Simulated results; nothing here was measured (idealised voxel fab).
Process module name: voxel transistor to metal
The figure presents cross-section cut, which has a width of 280 nm and is divided into square cells with an edge length of 5 nm.
Format of a cross-section: grid, square cells. Given as bands. Order: top down. Band: one or more rows of cells. This entry defines a band. It first specifies the height of the band's top and the height of its bottom in nm, and then specifies the band's materials from left to right, stating each material with its width in nm. The word "throughout" identifies a single material that fills the band from edge to edge, while the word "empty" identifies empty space. It should be noted that heights are counted from 0, beneath which the wafer as supplied is of one material throughout, and that the lowest band possesses no lower boundary but continues downward, as written in "0 -> down". Note: "30..40" means the width goes from the first number (top row of the band) to the second number (bottom row) in equal steps per row of cells. When a step is marked "remains unaltered", none of the cells in the cross-section changed during that step. Voids not open to the top, 8 cells minimum: see "Closed void inventory". Written width x height at distance; distance is from the left edge; nm. Whatever follows a step's settings on its line is a remark the simulator itself makes about that step. "overlay nm" on a masked step: distance the mask lay right of its planned place, negative for left.
The process steps that were planned are listed below
1: RECEIVE [material Si]
2: CONFORMAL_DEP [material SiO2] [thk nm 5]
3: CONFORMAL_DEP [material SiN] [thk nm 15]
4: DIRECTIONAL_DEP [material aC] [thk nm 10]
5: PATTERN [tone cover] [mask id ACTIVE] [material resist] [width nm 105] [pitch nm 125] [thk nm 25] [overlay nm 0]
6: DIRECTIONAL_ETCH [etch materials aC] [depth nm 10]
7: STRIP [etch materials resist]
8: DIRECTIONAL_ETCH [etch materials SiN] [depth nm 15]
9: DIRECTIONAL_ETCH [etch materials SiO2] [depth nm 5]
10: DIRECTIONAL_ETCH [etch materials Si] [depth nm 30]
11: STRIP [etch materials aC]
12: FILL_DEP [material SiO2] [thk nm 5]
13: CMP [height nm 20]
14: SELECTIVE_ETCH [etch materials SiO2] [depth nm 15]
15: STRIP [etch materials SiN]
16: SELECTIVE_ETCH [etch materials SiO2] [depth nm 5]
17: OXIDIZE [depth nm 5]
18: DIRECTIONAL_DEP [material polySi] [thk nm 30]
19: DIRECTIONAL_DEP [material SiCN] [thk nm 15]
20: PATTERN [tone cover] [mask id GATE] [material resist] [width nm 25] [pitch nm 125] [thk nm 15] [overlay nm 0]
21: DIRECTIONAL_ETCH [etch materials SiCN] [depth nm 25]
22: DIRECTIONAL_ETCH [etch materials polySi] [depth nm 40]
23: STRIP [etch materials resist]
24: CONFORMAL_DEP [material SiO2] [thk nm 5]
25: DIRECTIONAL_ETCH [etch materials SiO2] [depth nm 5]
26: CONFORMAL_DEP [material SiN] [thk nm 10]
27: DIRECTIONAL_ETCH [etch materials SiN] [depth nm 10]
28: DIRECTIONAL_ETCH [etch materials SiO2] [depth nm 5]
29: DIRECTIONAL_ETCH [etch materials Si] [depth nm 15]
30: EPI [material SiGe] [thk nm 20]
31: FILL_DEP [material SiO2] [thk nm 10]
32: CMP [height nm 45]
33: DIRECTIONAL_DEP [material SiO2] [thk nm 10]
34: DIRECTIONAL_DEP [material aC] [thk nm 10]
35: PATTERN [tone open] [mask id CONTACT] [material resist] [width nm 30] [thk nm 25] [overlay nm 0]
36: DIRECTIONAL_ETCH [etch materials aC] [depth nm 10]
37: STRIP [etch materials resist]
38: DIRECTIONAL_ETCH [etch materials SiO2] [depth nm 40]
39: STRIP [etch materials aC]
40: CONFORMAL_DEP [material TiN] [thk nm 5]
41: FILL_DEP [material W] [thk nm 10]
42: CMP [height nm 55]
43: DIRECTIONAL_DEP [material TiN] [thk nm 5]
44: DIRECTIONAL_DEP [material Ru] [thk nm 20]
45: DIRECTIONAL_DEP [material aC] [thk nm 10]
46: PATTERN [tone cover] [mask id METAL_1] [material resist] [width nm 20] [thk nm 25] [overlay nm 0]
47: DIRECTIONAL_ETCH [etch materials aC] [depth nm 10]
48: STRIP [etch materials resist]
49: DIRECTIONAL_ETCH [etch materials Ru] [depth nm 20]
50: DIRECTIONAL_ETCH [etch materials TiN] [depth nm 5]
51: STRIP [etch materials aC]
52: FILL_DEP [material SiO2] [thk nm 5]
53: CMP [height nm 80]
54: CONFORMAL_DEP [material SiN] [thk nm 5]
Cross-sectional view of the wafer in its as-received condition, corresponding to the state after step 1
* 0 -> down | Si throughout
* Closed void inventory: none
Below is the wafer in cross-section after the module was completed. It began from the starting point shown above and followed the plan shown above, except that one mistake was made while running it
* 85 -> 80 | SiN throughout
* 80 -> 60 | 30 of SiO2, 20 of Ru, 55 of SiO2, 20 of Ru, 30 of SiO2, 20 of Ru, 55 of SiO2, 20 of Ru, 30 of SiO2
* 60 -> 55 | 30 of SiO2, 20 of TiN, 55 of SiO2, 20 of TiN, 30 of SiO2, 20 of TiN, 55 of SiO2, 20 of TiN, 30 of SiO2
* 55 -> 45 | 30 of SiO2, 5 of TiN, 20..10 of W, 5..15 of TiN, 35 of SiO2, 5..15 of TiN, 20..10 of W, 5 of TiN, 30 of SiO2, 5 of TiN, 20..10 of W, 5..15 of TiN, 35 of SiO2, 5..15 of TiN, 20..10 of W, 5 of TiN, 30 of SiO2
* 45 -> 30 | 30 of SiO2, 5 of TiN, 10 of W, 5 of TiN, 10 of SiN, 5 of SiO2, 25 of SiCN, 5 of SiO2, 10 of SiN, 5 of TiN, 10 of W, 5 of TiN, 30 of SiO2, 5 of TiN, 10 of W, 5 of TiN, 10 of SiN, 5 of SiO2, 25 of SiCN, 5 of SiO2, 10 of SiN, 5 of TiN, 10 of W, 5 of TiN, 30 of SiO2
* 30 -> 20 | 30 of SiO2, 5 of TiN, 10 of W, 5 of TiN, 10 of SiN, 5 of SiO2, 25 of polySi, 5 of SiO2, 10 of SiN, 5 of TiN, 10 of W, 5 of TiN, 30 of SiO2, 5 of TiN, 10 of W, 5 of TiN, 10 of SiN, 5 of SiO2, 25 of polySi, 5 of SiO2, 10 of SiN, 5 of TiN, 10 of W, 5 of TiN, 30 of SiO2
* 20 -> 15 | 30 of SiO2, 20 of TiN, 10 of SiN, 5 of SiO2, 25 of polySi, 5 of SiO2, 10 of SiN, 20 of TiN, 30 of SiO2, 20 of TiN, 10 of SiN, 5 of SiO2, 25 of polySi, 5 of SiO2, 10 of SiN, 20 of TiN, 30 of SiO2
* 15 -> 10 | 30 of SiO2, 20 of SiGe, 10 of SiN, 5 of SiO2, 25 of polySi, 5 of SiO2, 10 of SiN, 20 of SiGe, 30 of SiO2, 20 of SiGe, 10 of SiN, 5 of SiO2, 25 of polySi, 5 of SiO2, 10 of SiN, 20 of SiGe, 30 of SiO2
* 10 -> 0 | 25 of SiO2, 10 of SiN, 15 of SiGe, 10 of SiN, 5 of SiO2, 25 of polySi, 5 of SiO2, 10 of SiN, 15 of SiGe, 10 of SiN, 20 of SiO2, 10 of SiN, 15 of SiGe, 10 of SiN, 5 of SiO2, 25 of polySi, 5 of SiO2, 10 of SiN, 15 of SiGe, 10 of SiN, 25 of SiO2
* 0 -> -5 | 35 of SiO2, 15 of SiGe, 55 of SiO2, 15 of SiGe, 40 of SiO2, 15 of SiGe, 55 of SiO2, 15 of SiGe, 35 of SiO2
* -5 -> -20 | 25 of SiO2, 10 of Si, 15 of SiGe, 55 of Si, 15 of SiGe, 10 of Si, 20 of SiO2, 10 of Si, 15 of SiGe, 55 of Si, 15 of SiGe, 10 of Si, 25 of SiO2
* -20 -> -30 | 25 of SiO2, 105 of Si, 20 of SiO2, 105 of Si, 25 of SiO2
* -30 -> down | Si throughout
* Closed void inventory: none
Run error: the process deviated at step 14: the operation and settings actually run there were SELECTIVE_ETCH [etch materials SiO2] [depth nm 5]
